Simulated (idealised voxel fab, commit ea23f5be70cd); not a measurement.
process module | voxel wiring stack
cross-section cut | 265 nm wide | cells 5 nm
A cross-section is a grid of square cells, given in bands from the top down. A band is one or more rows of cells.
Each band's line starts with the height of the band's top and of its bottom, in nm. Then come its materials from left to right, each with its width in nm. One material with "throughout" fills the band from edge to edge. "air" is empty space.
Height 0 is the level under which the wafer as received is all one material. The lowest band goes on downwards, as in "0 down".
A width such as "30 to 40" changes by the same amount from each row of cells to the next, from the band's top row to its bottom row.
"no change" after a step means that no cell of the cross-section changed.
closed voids: empty space of 8 cells or more with no open way to the top, each as width x height at its distance from the left edge, in nm
after a step's settings: what the simulator itself notes on the step
overlay nm, on a step with a mask: how far to the right of its planned place the mask lay; to the left if negative
plan
1 op RECEIVE | material Si
2 op CONFORMAL_DEP | material SiO2 | thk nm 15
3 op CONFORMAL_DEP | material SiN | thk nm 5
4 op DIRECTIONAL_DEP | material SiO2 | thk nm 15
5 op PATTERN | tone open | mask id METAL_1 | material resist | width nm 20 | pitch nm 40 | thk nm 20 | overlay nm 0
6 op DIRECTIONAL_ETCH | etch materials SiO2 | depth nm 15
7 op DIRECTIONAL_ETCH | etch materials SiN | depth nm 5
8 op STRIP | etch materials resist
9 op CONFORMAL_DEP | material TiN | thk nm 5
10 op FILL_DEP | material Ru | thk nm 10
11 op CMP | height nm 35
12 op EPI | material Ru | thk nm 5
13 op FILL_DEP | material SiCN | thk nm 5
14 op DIRECTIONAL_DEP | material SiO2 | thk nm 20
15 op PATTERN | tone open | mask id PLUG_1 | material resist | width nm 15 | pitch nm 40 | thk nm 20 | overlay nm 0
16 op DIRECTIONAL_ETCH | etch materials SiO2 | depth nm 20
17 op DIRECTIONAL_ETCH | etch materials SiCN | depth nm 5
18 op STRIP | etch materials resist
19 op CONFORMAL_DEP | material TiN | thk nm 5
20 op FILL_DEP | material W | thk nm 10
21 op CMP | height nm 65
22 op DIRECTIONAL_DEP | material TiN | thk nm 5
23 op DIRECTIONAL_DEP | material W | thk nm 20
24 op MASKED_ETCH | tone cover | mask id METAL_2 | width nm 20 | pitch nm 40 | etch materials W | depth nm 20 | overlay nm 0
25 op MASKED_ETCH | tone cover | mask id METAL_2 | width nm 20 | pitch nm 40 | etch materials TiN | depth nm 5 | overlay nm 0
26 op CONFORMAL_DEP | material SiN | thk nm 5
27 op FILL_DEP | material SiO2 | thk nm 5
28 op CMP | height nm 90
29 op CONFORMAL_DEP | material SiCN | thk nm 5
30 op DIRECTIONAL_DEP | material SiO2 | thk nm 30
31 op PATTERN | tone open | mask id METAL_3 | material resist | width nm 20 | pitch nm 40 | thk nm 15 | overlay nm 0
32 op DIRECTIONAL_ETCH | etch materials SiO2 | depth nm 15
33 op STRIP | etch materials resist
34 op PATTERN | tone open | mask id METAL_3_HOLES | material resist | width nm 15 | pitch nm 40 | thk nm 15 | overlay nm 0
35 op DIRECTIONAL_ETCH | etch materials SiO2 | depth nm 15
36 op DIRECTIONAL_ETCH | etch materials SiCN | depth nm 5
37 op STRIP | etch materials resist
38 op CONFORMAL_DEP | material TiN | thk nm 5
39 op FILL_DEP | material Cu | thk nm 5
40 op CMP | height nm 125
41 op CONFORMAL_DEP | material SiN | thk nm 5
as received, after step 1
  0 down: Si throughout
  closed voids: none
a wafer at the end: this start, this plan, one mistake
  130 to 125: SiN throughout
  125 to 115: SiO2 100 | TiN 5 | Cu 10 | TiN 5 | SiO2 20 | TiN 5 | Cu 10 | TiN 5 | SiO2 105
  115 to 110: SiO2 100 | TiN 5 | Cu 5 | TiN 10 | SiO2 20 | TiN 5 | Cu 5 | TiN 10 | SiO2 105
  110 to 95: SiO2 100 | TiN 5 | Cu 5 | TiN 5 | SiO2 25 | TiN 5 | Cu 5 | TiN 5 | SiO2 110
  95 to 90: SiCN 100 | TiN 15 | SiCN 25 | TiN 15 | SiCN 110
  90 to 70: SiO2 95 | SiN 5 | W 20 | SiN 5 | SiO2 10 | SiN 5 | W 20 | SiN 5 | SiO2 100
  70 to 65: SiN 100 | TiN 20 | SiN 20 | TiN 20 | SiN 105
  65 to 45: SiN throughout
  45 to 40: SiCN throughout
  40 to 35: SiCN 95 | Ru 30 | SiCN 10 | Ru 30 | SiCN 100
  35 to 20: SiO2 100 | TiN 5 | Ru 10 | TiN 5 | SiO2 20 | TiN 5 | Ru 10 | TiN 5 | SiO2 105
  20 to 15: SiN 100 | TiN 20 | SiN 20 | TiN 20 | SiN 105
  15 to 0: SiO2 throughout
  0 down: Si throughout
  closed voids: none
what went wrong: step 14 ran as: op DIRECTIONAL_DEP | material SiN | thk nm 20
